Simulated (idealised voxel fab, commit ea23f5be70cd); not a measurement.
Documented hereafter: the process module known as voxel local oxidation.
Each square cell in cross-section cut measures 5 nm, and the section as a whole is 270 nm wide.
Heads up, the way a cross-section reads in here is a grid of square cells, handed over as bands from the top down, with every band being one or more rows of cells. Read a band's entry like this: the first values are the height of its top and the height of its bottom in nm, and what follows is the sequence of materials from left to right, each with its width in nm. Note that "empty" is empty space, and that a single material marked "everywhere" reaches across the band from edge to edge. Height 0 is the level under which the wafer as received is all one material. The lowest band goes on downwards, as in "from 0 down". So if you see something like "30 to 40" for the width, read it as the top row of the band sitting at the first number and the bottom row at the second, with every row in between moving by the same amount as the last. "changes: none" -> step changed no cross-section cell. The entry "Voids, sealed" lists the empty spaces that cover at least 8 cells and have no open path to the top. Each is written as width x height at distance, where the distance is measured from the left edge and all three values are in nm. Where a step's line continues beyond its settings, the continuation is a remark by the simulator itself on that step. overlay nm: for a step with a mask, the amount by which the mask lay right of where it was planned; a negative amount means left of it.
### Steps planned for the process
1) RECEIVE (material Si)
2) CONFORMAL_DEP (material SiO2; thk nm 5)
3) CONFORMAL_DEP (material SiN; thk nm 10)
4) PATTERN (tone cover; mask id ACTIVE; material resist; width nm 110; thk nm 20; overlay nm -15)
5) DIRECTIONAL_ETCH (etch materials SiN; depth nm 10)
6) STRIP (etch materials resist)
7) SELECTIVE_ETCH (etch materials SiO2; depth nm 5)
8) OXIDIZE (depth nm 10)
9) STRIP (etch materials SiN)
Among the wafers covered here, the point of difference is the overlay nm at step 4; their starting state is shared, and the plan presents the value of the first wafer.
### Cross-section, first of several wafers, as delivered after step 1
	from 0 down: Si everywhere
	Voids, sealed: none
### The figure below presents a cross-section of the first of several wafers at the conclusion of the module, following its last step, step 9
	from 5 to 0: empty: 70 | SiO2: 100 | empty: 100
	from 0 to -10: SiO2: 80 | Si: 80 | SiO2: 110
	from -10 down: Si everywhere
	Voids, sealed: none
### Cross-sectional view of the final wafer of several at the module's end
	from 5 to 0: empty: 100 | SiO2: 100 | empty: 70
	from 0 to -10: SiO2: 110 | Si: 80 | SiO2: 80
	from -10 down: Si everywhere
	Voids, sealed: none
### each wafer at the end: cells of each material gained (+) or lost (-) since it was received, then its closed voids
overlay nm -15, -76 Si, +96 SiO2, Voids, sealed: none
overlay nm -10, -76 Si, +96 SiO2, Voids, sealed: none
overlay nm -5, -76 Si, +96 SiO2, Voids, sealed: none
overlay nm 0, -76 Si, +96 SiO2, Voids, sealed: none
overlay nm 5, -76 Si, +96 SiO2, Voids, sealed: none
overlay nm 10, -76 Si, +96 SiO2, Voids, sealed: none
overlay nm 15, -76 Si, +96 SiO2, Voids, sealed: none
